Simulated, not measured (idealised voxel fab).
process module | voxel wiring stack
cross-section cut | 240 nm wide | cells 5 nm
A cross-section is a grid of square cells, given in bands from the top down. A band is one or more rows of cells.
Each band's line starts with the height of the band's top and of its bottom, in nm. Then come its materials from left to right, each with its width in nm. One material with "throughout" fills the band from edge to edge. "air" is empty space.
Height 0 is the level under which the wafer as received is all one material. The lowest band goes on downwards, as in "0 down".
A width such as "30 to 40" changes by the same amount from each row of cells to the next, from the band's top row to its bottom row.
"no change" after a step means that no cell of the cross-section changed.
closed voids: empty space of 8 cells or more with no open way to the top, each as width x height at its distance from the left edge, in nm
after a step's settings: what the simulator itself notes on the step
overlay nm, on a step with a mask: how far to the right of its planned place the mask lay; to the left if negative
plan
1 op RECEIVE | material Si
2 op CONFORMAL_DEP | material SiO2 | thk nm 15
3 op CONFORMAL_DEP | material SiN | thk nm 5
4 op DIRECTIONAL_DEP | material lowk | thk nm 20
5 op PATTERN | tone open | mask id METAL_1 | material resist | width nm 30 | pitch nm 45 | thk nm 15 | overlay nm 0
6 op DIRECTIONAL_ETCH | etch materials lowk | depth nm 20
7 op DIRECTIONAL_ETCH | etch materials SiN | depth nm 5
8 op STRIP | etch materials resist
9 op CONFORMAL_DEP | material TiN | thk nm 5
10 op FILL_DEP | material Cu | thk nm 5
11 op CMP | height nm 40
12 op CONFORMAL_DEP | material SiCN | thk nm 5
13 op DIRECTIONAL_DEP | material lowk | thk nm 20
14 op MASKED_ETCH | tone open | mask id PLUG_1 | width nm 15 | pitch nm 45 | etch materials lowk | depth nm 20 | overlay nm 0
15 op MASKED_ETCH | tone open | mask id PLUG_1 | width nm 15 | pitch nm 45 | etch materials SiCN | depth nm 5 | overlay nm 0
16 op CONFORMAL_DEP | material TiN | thk nm 5
17 op FILL_DEP | material Cu | thk nm 5
18 op CMP | height nm 65
19 op CONFORMAL_DEP | material SiCN | thk nm 5
20 op DIRECTIONAL_DEP | material lowk | thk nm 20
21 op DIRECTIONAL_DEP | material aC | thk nm 15
22 op PATTERN | tone open | mask id METAL_2 | material resist | width nm 30 | pitch nm 45 | thk nm 35 | overlay nm 0
23 op DIRECTIONAL_ETCH | etch materials aC | depth nm 15
24 op STRIP | etch materials resist
25 op DIRECTIONAL_ETCH | etch materials lowk | depth nm 20
26 op DIRECTIONAL_ETCH | etch materials SiCN | depth nm 5
27 op STRIP | etch materials aC
28 op CONFORMAL_DEP | material TiN | thk nm 5
29 op FILL_DEP | material W | thk nm 5
30 op CMP | height nm 90
31 op EPI | material Ru | thk nm 5
32 op FILL_DEP | material SiCN | thk nm 5
33 op DIRECTIONAL_DEP | material lowk | thk nm 35
34 op PATTERN | tone open | mask id METAL_3 | material resist | width nm 30 | pitch nm 45 | thk nm 20 | overlay nm 0
35 op DIRECTIONAL_ETCH | etch materials lowk | depth nm 20
36 op STRIP | etch materials resist
37 op MASKED_ETCH | tone open | mask id METAL_3_HOLES | width nm 15 | pitch nm 45 | etch materials lowk | depth nm 15 | overlay nm 0
38 op MASKED_ETCH | tone open | mask id METAL_3_HOLES | width nm 15 | pitch nm 45 | etch materials SiCN | depth nm 5 | overlay nm 0
39 op CONFORMAL_DEP | material TiN | thk nm 5
40 op FILL_DEP | material Cu | thk nm 5
41 op CMP | height nm 135
42 op CONFORMAL_DEP | material SiCN | thk nm 5
as received, after step 1
  0 down: Si throughout
  closed voids: none
first wafer at the end, as planned
  140 to 135: SiCN throughout
  135 to 120: lowk 35 | TiN 5 | Cu 20 | TiN 5 | lowk 15 | TiN 5 | Cu 20 | TiN 5 | lowk 15 | TiN 5 | Cu 20 | TiN 5 | lowk 15 | TiN 5 | Cu 20 | TiN 5 | lowk 40
  120 to 115: lowk 35 | TiN 5 | Cu 5 | TiN 20 | lowk 15 | TiN 5 | Cu 5 | TiN 20 | lowk 15 | TiN 5 | Cu 5 | TiN 20 | lowk 15 | TiN 5 | Cu 5 | TiN 20 | lowk 40
  115 to 100: lowk 35 | TiN 5 | Cu 5 | TiN 5 | lowk 30 | TiN 5 | Cu 5 | TiN 5 | lowk 30 | TiN 5 | Cu 5 | TiN 5 | lowk 30 | TiN 5 | Cu 5 | TiN 5 | lowk 55
  100 to 95: SiCN 35 | TiN 15 | SiCN 30 | TiN 15 | SiCN 30 | TiN 15 | SiCN 30 | TiN 15 | SiCN 55
  95 to 90: SiCN 30 | Ru 40 | SiCN 5 | Ru 40 | SiCN 5 | Ru 40 | SiCN 5 | Ru 40 | SiCN 35
  90 to 70: lowk 35 | TiN 5 | W 20 | TiN 5 | lowk 15 | TiN 5 | W 20 | TiN 5 | lowk 15 | TiN 5 | W 20 | TiN 5 | lowk 15 | TiN 5 | W 20 | TiN 5 | lowk 40
  70 to 65: SiCN 35 | TiN 30 | SiCN 15 | TiN 30 | SiCN 15 | TiN 30 | SiCN 15 | TiN 30 | SiCN 40
  65 to 45: lowk 35 | TiN 5 | Cu 5 | TiN 5 | lowk 30 | TiN 5 | Cu 5 | TiN 5 | lowk 30 | TiN 5 | Cu 5 | TiN 5 | lowk 30 | TiN 5 | Cu 5 | TiN 5 | lowk 55
  45 to 40: SiCN 35 | TiN 15 | SiCN 30 | TiN 15 | SiCN 30 | TiN 15 | SiCN 30 | TiN 15 | SiCN 55
  40 to 20: lowk 35 | TiN 5 | Cu 20 | TiN 5 | lowk 15 | TiN 5 | Cu 20 | TiN 5 | lowk 15 | TiN 5 | Cu 20 | TiN 5 | lowk 15 | TiN 5 | Cu 20 | TiN 5 | lowk 40
  20 to 15: SiN 35 | TiN 30 | SiN 15 | TiN 30 | SiN 15 | TiN 30 | SiN 15 | TiN 30 | SiN 40
  15 to 0: SiO2 throughout
  0 down: Si throughout
  closed voids: none
second wafer at the end: like start, like plan, one mistake
  140 to 135: SiCN throughout
  135 to 130: Cu 25 | TiN 15 | Cu 20 | TiN 25 | Cu 20 | TiN 25 | Cu 20 | TiN 25 | Cu 20 | TiN 15 | Cu 30
  130 to 125: TiN 30 | lowk 5 | TiN 5 | Cu 20 | TiN 5 | lowk 5 | TiN 5 | lowk 5 | TiN 5 | Cu 20 | TiN 5 | lowk 5 | TiN 5 | lowk 5 | TiN 5 | Cu 20 | TiN 5 | lowk 5 | TiN 5 | lowk 5 | TiN 5 | Cu 20 | TiN 5 | lowk 5 | TiN 35
  125 to 115: lowk 35 | TiN 5 | Cu 20 | TiN 5 | lowk 15 | TiN 5 | Cu 20 | TiN 5 | lowk 15 | TiN 5 | Cu 20 | TiN 5 | lowk 15 | TiN 5 | Cu 20 | TiN 5 | lowk 40
  115 to 110: lowk 35 | TiN 5 | Cu 5 | TiN 20 | lowk 15 | TiN 5 | Cu 5 | TiN 20 | lowk 15 | TiN 5 | Cu 5 | TiN 20 | lowk 15 | TiN 5 | Cu 5 | TiN 20 | lowk 40
  110 to 100: lowk 35 | TiN 5 | Cu 5 | TiN 5 | lowk 30 | TiN 5 | Cu 5 | TiN 5 | lowk 30 | TiN 5 | Cu 5 | TiN 5 | lowk 30 | TiN 5 | Cu 5 | TiN 5 | lowk 55
  100 to 95: lowk 35 | TiN 15 | lowk 30 | TiN 15 | lowk 30 | TiN 15 | lowk 30 | TiN 15 | lowk 55
  95 to 90: lowk 30 | Ru 40 | lowk 5 | Ru 40 | lowk 5 | Ru 40 | lowk 5 | Ru 40 | lowk 35
  90 to 70: lowk 35 | TiN 5 | W 20 | TiN 5 | lowk 15 | TiN 5 | W 20 | TiN 5 | lowk 15 | TiN 5 | W 20 | TiN 5 | lowk 15 | TiN 5 | W 20 | TiN 5 | lowk 40
  70 to 65: SiCN 35 | TiN 30 | SiCN 15 | TiN 30 | SiCN 15 | TiN 30 | SiCN 15 | TiN 30 | SiCN 40
  65 to 45: lowk 35 | TiN 5 | Cu 5 | TiN 5 | lowk 30 | TiN 5 | Cu 5 | TiN 5 | lowk 30 | TiN 5 | Cu 5 | TiN 5 | lowk 30 | TiN 5 | Cu 5 | TiN 5 | lowk 55
  45 to 40: SiCN 35 | TiN 15 | SiCN 30 | TiN 15 | SiCN 30 | TiN 15 | SiCN 30 | TiN 15 | SiCN 55
  40 to 20: lowk 35 | TiN 5 | Cu 20 | TiN 5 | lowk 15 | TiN 5 | Cu 20 | TiN 5 | lowk 15 | TiN 5 | Cu 20 | TiN 5 | lowk 15 | TiN 5 | Cu 20 | TiN 5 | lowk 40
  20 to 15: SiN 35 | TiN 30 | SiN 15 | TiN 30 | SiN 15 | TiN 30 | SiN 15 | TiN 30 | SiN 40
  15 to 0: SiO2 throughout
  0 down: Si throughout
  closed voids: none
what went wrong: step 32 was left out
at the end the second wafer has, in cells: 23 more of Cu | 52 fewer of SiCN | 29 more of TiN
